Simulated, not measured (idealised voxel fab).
process module | voxel self aligned contacts
cross-section cut | 265 nm wide | cells 5 nm
A cross-section is a grid of square cells, given in bands from the top down. A band is one or more rows of cells.
Each band's line starts with the height of the band's top and of its bottom, in nm. Then come its materials from left to right, each with its width in nm. One material with "throughout" fills the band from edge to edge. "air" is empty space.
Height 0 is the level under which the wafer as received is all one material. The lowest band goes on downwards, as in "0 down".
A width such as "30 to 40" changes by the same amount from each row of cells to the next, from the band's top row to its bottom row.
"no change" after a step means that no cell of the cross-section changed.
closed voids: empty space of 8 cells or more with no open way to the top, each as width x height at its distance from the left edge, in nm
after a step's settings: what the simulator itself notes on the step
overlay nm, on a step with a mask: how far to the right of its planned place the mask lay; to the left if negative
plan
1 op RECEIVE | material Si
2 op OXIDIZE | depth nm 5
3 op DIRECTIONAL_DEP | material polySi | thk nm 30
4 op DIRECTIONAL_DEP | material SiN | thk nm 20
5 op DIRECTIONAL_DEP | material aC | thk nm 15
6 op PATTERN | tone cover | mask id GATE | material resist | width nm 35 | pitch nm 70 | thk nm 30 | overlay nm 0
7 op DIRECTIONAL_ETCH | etch materials aC | depth nm 15
8 op STRIP | etch materials resist
9 op DIRECTIONAL_ETCH | etch materials SiN | depth nm 20
10 op DIRECTIONAL_ETCH | etch materials polySi | depth nm 30
11 op STRIP | etch materials aC
12 op CONFORMAL_DEP | material SiN | thk nm 5
13 op DIRECTIONAL_ETCH | etch materials SiN | depth nm 5
14 op FILL_DEP | material SiO2 | thk nm 10
15 op CMP | height nm 55
16 op PATTERN | tone open | mask id CONTACT | material resist | width nm 55 | thk nm 15 | overlay nm 0
17 op DIRECTIONAL_ETCH | etch materials SiO2 | depth nm 60
18 op STRIP | etch materials resist
19 op CONFORMAL_DEP | material TiN | thk nm 5
20 op FILL_DEP | material Ru | thk nm 10
21 op CMP | height nm 55
22 op CONFORMAL_DEP | material SiN | thk nm 5
as received, after step 1
  0 down: Si throughout
  closed voids: none
first wafer at the end, as planned
  60 to 55: SiN throughout
  55 to 50: SiO2 105 | TiN 20 | Ru 15 | TiN 20 | SiO2 105
  50 to 30: SiO2 75 | SiN 45 | TiN 5 | Ru 15 | TiN 5 | SiN 45 | SiO2 75
  30 to 0: SiO2 75 | SiN 5 | polySi 35 | SiN 5 | TiN 5 | Ru 15 | TiN 5 | SiN 5 | polySi 35 | SiN 5 | SiO2 75
  0 to -5: SiO2 120 | TiN 25 | SiO2 120
  -5 down: Si throughout
  closed voids: none
second wafer at the end: like start, like plan, one mistake
  60 to 55: SiN throughout
  55 to 50: SiO2 105 | TiN 55 | SiO2 105
  50 to 30: SiN 85 | SiO2 20 | TiN 5 | SiN 45 | TiN 5 | SiO2 20 | SiN 85
  30 to 0: polySi 80 | SiN 5 | SiO2 20 | TiN 5 | SiN 5 | polySi 35 | SiN 5 | TiN 5 | SiO2 20 | SiN 5 | polySi 80
  0 to -5: SiO2 105 | TiN 5 | SiO2 45 | TiN 5 | SiO2 105
  -5 down: Si throughout
  closed voids: none
what went wrong: step 6 ran as: op PATTERN | tone open | mask id GATE | material resist | width nm 35 | pitch nm 70 | thk nm 30 | overlay nm 0
at the end the second wafer has, in cells: 33 fewer of Ru | 100 more of SiN | 217 fewer of SiO2 | 150 more of polySi
